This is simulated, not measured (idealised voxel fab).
process module | voxel air gaps
cross-section cut | 240 nm wide | cells 5 nm
A cross-section is a grid of square cells, given in bands from the top down. A band is one or more rows of cells.
Each band's line starts with the height of the band's top and of its bottom, in nm. Then come its materials from left to right, each with its width in nm. One material with "throughout" fills the band from edge to edge. "air" is empty space.
Height 0 is the level under which the wafer as received is all one material. The lowest band goes on downwards, as in "0 down".
A width such as "30 to 40" changes by the same amount from each row of cells to the next, from the band's top row to its bottom row.
"no change" after a step means that no cell of the cross-section changed.
closed voids: empty space of 8 cells or more with no open way to the top, each as width x height at its distance from the left edge, in nm
after a step's settings: what the simulator itself notes on the step
overlay nm, on a step with a mask: how far to the right of its planned place the mask lay; to the left if negative
plan
1 op RECEIVE | material Si
2 op CONFORMAL_DEP | material SiO2 | thk nm 15
3 op CONFORMAL_DEP | material SiCN | thk nm 5
4 op DIRECTIONAL_DEP | material lowk | thk nm 30
5 op PATTERN | tone open | mask id LINES | material resist | width nm 15 | pitch nm 45 | thk nm 20 | overlay nm -15
6 op DIRECTIONAL_ETCH | etch materials lowk | depth nm 30
7 op STRIP | etch materials resist
8 op CONFORMAL_DEP | material TiN | thk nm 5
9 op FILL_DEP | material Cu | thk nm 10
10 op CMP | height nm 50
11 op EPI | material Ru | thk nm 10
12 op SELECTIVE_ETCH | etch materials lowk | depth nm 40
13 op CONFORMAL_DEP | material SiCN | thk nm 5
varied across the wafers: overlay nm of step 5. The plan shows the first wafer's value. All wafers start alike
first wafer as received, after step 1
  0 down: Si throughout
  closed voids: none
first wafer at the end, after step 13
  65 to 60: air 35 | SiCN 135 | air 70
  60 to 50: air 35 | SiCN 5 | Ru 35 | SiCN 10 | Ru 35 | SiCN 10 | Ru 35 | SiCN 5 | air 70
  50 to 45: air 35 | SiCN 15 | TiN 5 | Cu 5 | TiN 5 | SiCN 30 | TiN 5 | Cu 5 | TiN 5 | SiCN 30 | TiN 5 | Cu 5 | TiN 5 | SiCN 15 | air 70
  45 to 25: air 45 | SiCN 5 | TiN 5 | Cu 5 | TiN 5 | SiCN 5 | air 20 | SiCN 5 | TiN 5 | Cu 5 | TiN 5 | SiCN 5 | air 20 | SiCN 5 | TiN 5 | Cu 5 | TiN 5 | SiCN 5 | air 80
  25 to 20: SiCN 50 | TiN 15 | SiCN 30 | TiN 15 | SiCN 30 | TiN 15 | SiCN 85
  20 to 15: SiCN throughout
  15 to 0: SiO2 throughout
  0 down: Si throughout
  closed voids: 20 x 20 at 70; 20 x 20 at 115
last wafer at the end
  65 to 60: air 65 | SiCN 135 | air 40
  60 to 50: air 65 | SiCN 5 | Ru 35 | SiCN 10 | Ru 35 | SiCN 10 | Ru 35 | SiCN 5 | air 40
  50 to 45: air 65 | SiCN 15 | TiN 5 | Cu 5 | TiN 5 | SiCN 30 | TiN 5 | Cu 5 | TiN 5 | SiCN 30 | TiN 5 | Cu 5 | TiN 5 | SiCN 15 | air 40
  45 to 25: air 75 | SiCN 5 | TiN 5 | Cu 5 | TiN 5 | SiCN 5 | air 20 | SiCN 5 | TiN 5 | Cu 5 | TiN 5 | SiCN 5 | air 20 | SiCN 5 | TiN 5 | Cu 5 | TiN 5 | SiCN 5 | air 50
  25 to 20: SiCN 80 | TiN 15 | SiCN 30 | TiN 15 | SiCN 30 | TiN 15 | SiCN 55
  20 to 15: SiCN throughout
  15 to 0: SiO2 throughout
  0 down: Si throughout
  closed voids: 20 x 20 at 100; 20 x 20 at 145
each wafer at the end: cells of each material gained (+) or lost (-) since it was received, then its closed voids
overlay nm -15 | +15 Cu | +42 Ru | +168 SiCN | +144 SiO2 | +39 TiN | closed voids: 20 x 20 at 70; 20 x 20 at 115
overlay nm -10 | +15 Cu | +42 Ru | +168 SiCN | +144 SiO2 | +39 TiN | closed voids: 20 x 20 at 75; 20 x 20 at 120
overlay nm -5 | +15 Cu | +42 Ru | +168 SiCN | +144 SiO2 | +39 TiN | closed voids: 20 x 20 at 80; 20 x 20 at 125
overlay nm 0 | +15 Cu | +42 Ru | +168 SiCN | +144 SiO2 | +39 TiN | closed voids: 20 x 20 at 85; 20 x 20 at 130
overlay nm 5 | +15 Cu | +42 Ru | +168 SiCN | +144 SiO2 | +39 TiN | closed voids: 20 x 20 at 90; 20 x 20 at 135
overlay nm 10 | +15 Cu | +42 Ru | +168 SiCN | +144 SiO2 | +39 TiN | closed voids: 20 x 20 at 95; 20 x 20 at 140
overlay nm 15 | +15 Cu | +42 Ru | +168 SiCN | +144 SiO2 | +39 TiN | closed voids: 20 x 20 at 100; 20 x 20 at 145
